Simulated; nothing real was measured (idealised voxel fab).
process module | voxel released beams
cross-section cut | 290 nm wide | cells 5 nm
A cross-section is a grid of square cells, given in bands from the top down. A band is one or more rows of cells.
Each band's line starts with the height of the band's top and of its bottom, in nm. Then come its materials from left to right, each with its width in nm. One material with "throughout" fills the band from edge to edge. "air" is empty space.
Height 0 is the level under which the wafer as received is all one material. The lowest band goes on downwards, as in "0 down".
A width such as "30 to 40" changes by the same amount from each row of cells to the next, from the band's top row to its bottom row.
"no change" after a step means that no cell of the cross-section changed.
closed voids: empty space of 8 cells or more with no open way to the top, each as width x height at its distance from the left edge, in nm
after a step's settings: what the simulator itself notes on the step
overlay nm, on a step with a mask: how far to the right of its planned place the mask lay; to the left if negative
plan
1 op RECEIVE | material Si
2 op CONFORMAL_DEP | material SiN | thk nm 10
3 op DIRECTIONAL_DEP | material SiO2 | thk nm 10
4 op MASKED_ETCH | tone open | mask id ANCHOR | width nm 45 | etch materials SiO2 | depth nm 10 | overlay nm 0
5 op CONFORMAL_DEP | material polySi | thk nm 15
6 op MASKED_ETCH | tone cover | mask id BEAM | width nm 90 | etch materials polySi | depth nm 15 | overlay nm 0
7 op STRIP | etch materials SiO2
as received, after step 1
  0 down: Si throughout
  closed voids: none
a wafer at the end: this start, this plan, one mistake
  50 to 35: air 95 | polySi 90 | air 105
  35 to 20: polySi throughout
  20 to 10: SiO2 100 | polySi 45 | SiO2 145
  10 to 0: SiN throughout
  0 down: Si throughout
  closed voids: none
what went wrong: step 5 was run twice
